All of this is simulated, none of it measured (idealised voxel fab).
The following process module bears the name voxel double patterning.
This is section cut - it's 245 nm across, gridded in 5 nm square cells.
The cross-sections in this document take the form of a grid made of square cells. They are written out as bands, in order from top to bottom. Each band consists of one or more rows of cells.
For a band, the entry starts with two heights in nm, that of the top and then that of the bottom, and carries on with the band's materials in order from left to right, each alongside its width in nm; the word "everywhere" beside a single material means it fills the band edge to edge, and "empty" means empty space.
Height datum 0, below which the as-received substrate wafer is one material. Lowest band open at the bottom, running downward: "0 -> down".
You'd read "30..40" like this: the band's top row of cells is as wide as the first number, its bottom row is as wide as the second, and going down, every row changes width by the same amount as the row before did.
The designation "left unchanged", where it is given for a processing step, indicates that no cell of the cross-section was altered in the course of that step.
In the "Enclosed void list" entry, you get each enclosed empty space of 8 cells or more, one with no open way to the top, written width x height at distance, distance from the left edge, in nm.
Post-settings text on a step line: simulator's own remark regarding the step.
A step line may carry the setting "overlay nm", which, for steps involving a mask, states the distance by which the mask lay to the right of its intended position; negative values denote displacement to the left.
The process steps that were planned are listed below:
- 1: RECEIVE, material Si
- 2: CONFORMAL_DEP, material SiO2, thk nm 5
- 3: DIRECTIONAL_DEP, material polySi, thk nm 15
- 4: DIRECTIONAL_DEP, material SiN, thk nm 5
- 5: DIRECTIONAL_DEP, material aC, thk nm 10
- 6: PATTERN, tone open, mask id FIRST, material resist, width nm 15, pitch nm 50, thk nm 30, overlay nm 0
- 7: DIRECTIONAL_ETCH, etch materials aC, depth nm 10
- 8: STRIP, etch materials resist
- 9: DIRECTIONAL_ETCH, etch materials SiN, depth nm 5
- 10: STRIP, etch materials aC
- 11: PATTERN, tone open, mask id SECOND, material resist, width nm 15, thk nm 20, overlay nm 0
- 12: DIRECTIONAL_ETCH, etch materials SiN, depth nm 5
- 13: STRIP, etch materials resist
- 14: DIRECTIONAL_ETCH, etch materials polySi, depth nm 15
- 15: STRIP, etch materials SiN
Step 1 complete: cross-section of the wafer as received:
  0 -> down  Si everywhere
  Enclosed void list: none
Final cross-section, module run with one mistake (start and plan as above):
  20 -> 15  SiO2 everywhere
  15 -> 0  polySi everywhere
  0 -> down  Si everywhere
  Enclosed void list: none
Deviation noted in wafer processing: the run placed steps 2 and 3 each in the position the plan gave to the other
